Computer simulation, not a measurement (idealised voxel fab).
process module | voxel plated lines
cross-section cut | 265 nm wide | cells 5 nm
A cross-section is a grid of square cells, given in bands from the top down. A band is one or more rows of cells.
Each band's line starts with the height of the band's top and of its bottom, in nm. Then come its materials from left to right, each with its width in nm. One material with "throughout" fills the band from edge to edge. "air" is empty space.
Height 0 is the level under which the wafer as received is all one material. The lowest band goes on downwards, as in "0 down".
A width such as "30 to 40" changes by the same amount from each row of cells to the next, from the band's top row to its bottom row.
"no change" after a step means that no cell of the cross-section changed.
closed voids: empty space of 8 cells or more with no open way to the top, each as width x height at its distance from the left edge, in nm
after a step's settings: what the simulator itself notes on the step
overlay nm, on a step with a mask: how far to the right of its planned place the mask lay; to the left if negative
plan
1 op RECEIVE | material Si
2 op CONFORMAL_DEP | material SiO2 | thk nm 5
3 op DIRECTIONAL_DEP | material TiN | thk nm 5
4 op PATTERN | tone open | mask id LINES | material resist | width nm 25 | pitch nm 55 | thk nm 20 | overlay nm 0
5 op EPI | material Ru | thk nm 10
6 op STRIP | etch materials resist
7 op DIRECTIONAL_ETCH | etch materials TiN | depth nm 5
8 op CONFORMAL_DEP | material SiCN | thk nm 5
as received, after step 1
  0 down: Si throughout
  closed voids: none
first wafer at the end, as planned
  25 to 20: air 60 | SiCN 35 | air 20 | SiCN 35 | air 20 | SiCN 35 | air 60
  20 to 10: air 60 | SiCN 5 | Ru 25 | SiCN 5 | air 20 | SiCN 5 | Ru 25 | SiCN 5 | air 20 | SiCN 5 | Ru 25 | SiCN 5 | air 60
  10 to 5: SiCN 65 | TiN 25 | SiCN 30 | TiN 25 | SiCN 30 | TiN 25 | SiCN 65
  5 to 0: SiO2 throughout
  0 down: Si throughout
  closed voids: none
second wafer at the end: like start, like plan, one mistake
  15 to 10: SiCN throughout
  10 to 0: SiO2 throughout
  0 down: Si throughout
  closed voids: none
what went wrong: step 3 ran as: op DIRECTIONAL_DEP | material SiO2 | thk nm 5
at the end the second wafer has, in cells: 30 fewer of Ru | 18 fewer of SiCN | 53 more of SiO2 | 15 fewer of TiN
